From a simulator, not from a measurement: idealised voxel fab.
This is a process module. Its name is voxel spacer lines.
Section cut is 255 nm wide and gridded with 5 nm square cells.
Format of a cross-section: grid, square cells. Given as bands. Order: top down. Band: one or more rows of cells.
It is stipulated that each band's entry specify, in nanometres, the height of the top of the band and then that of its bottom, followed by the materials of the band in left-to-right sequence, each together with its width in nanometres. A single material marked by the word "all across" is understood to fill the band from edge to edge; the word "blank" is understood to denote empty space.
Basically, 0 is our baseline, since under it the wafer straight out of the box is all one material. The bottom band has no lower end and keeps on going down, so it looks like "0 -> down".
Graded width ("30..40"): value in top row of band = first number; value in bottom row = second number; row-to-row change constant.
When a step is marked "remains unaltered", none of the cells in the cross-section changed during that step.
For the entry "Closed void listing", the listed items are empty spaces with no open way to the top whose size is 8 cells or more; each item follows the pattern width x height at distance, where distance is from the left edge and all three are in nm.
Heads up: the bit after the settings on a step's line is the simulator's remark on that step.
overlay nm: right-of-plan distance of the mask on a masked step; negative values mean left-of-plan.

Listed below are the process steps as planned:
| 1 | RECEIVE | material Si |
| 2 | CONFORMAL_DEP | material Al2O3 | thk nm 10 |
| 3 | DIRECTIONAL_DEP | material W | thk nm 15 |
| 4 | DIRECTIONAL_DEP | material aC | thk nm 30 |
| 5 | PATTERN | tone cover | mask id MANDREL | material resist | width nm 25 | pitch nm 80 | thk nm 40 | overlay nm 0 |
| 6 | DIRECTIONAL_ETCH | etch materials aC | depth nm 30 |
| 7 | STRIP | etch materials resist |
| 8 | CONFORMAL_DEP | material SiN | thk nm 15 |
| 9 | DIRECTIONAL_ETCH | etch materials SiN | depth nm 15 |
| 10 | STRIP | etch materials aC |
| 11 | DIRECTIONAL_ETCH | etch materials W | depth nm 15 |
| 12 | STRIP | etch materials SiN |

This is the cross-section of the wafer as we received it, i.e. after step 1:
  0 -> down = Si all across
  Closed void listing: none

Cross-section, end of module. Start: as above. Plan: as above. Execution: one mistake:
  25 -> 10 = 35 blank, 25 W, 55 blank, 25 W, 55 blank, 25 W, 35 blank
  10 -> 0 = Al2O3 all across
  0 -> down = Si all across
  Closed void listing: none
Processing error: not per plan at step 5, really ran PATTERN | tone open | mask id MANDREL | material resist | width nm 25 | pitch nm 80 | thk nm 40 | overlay nm 0
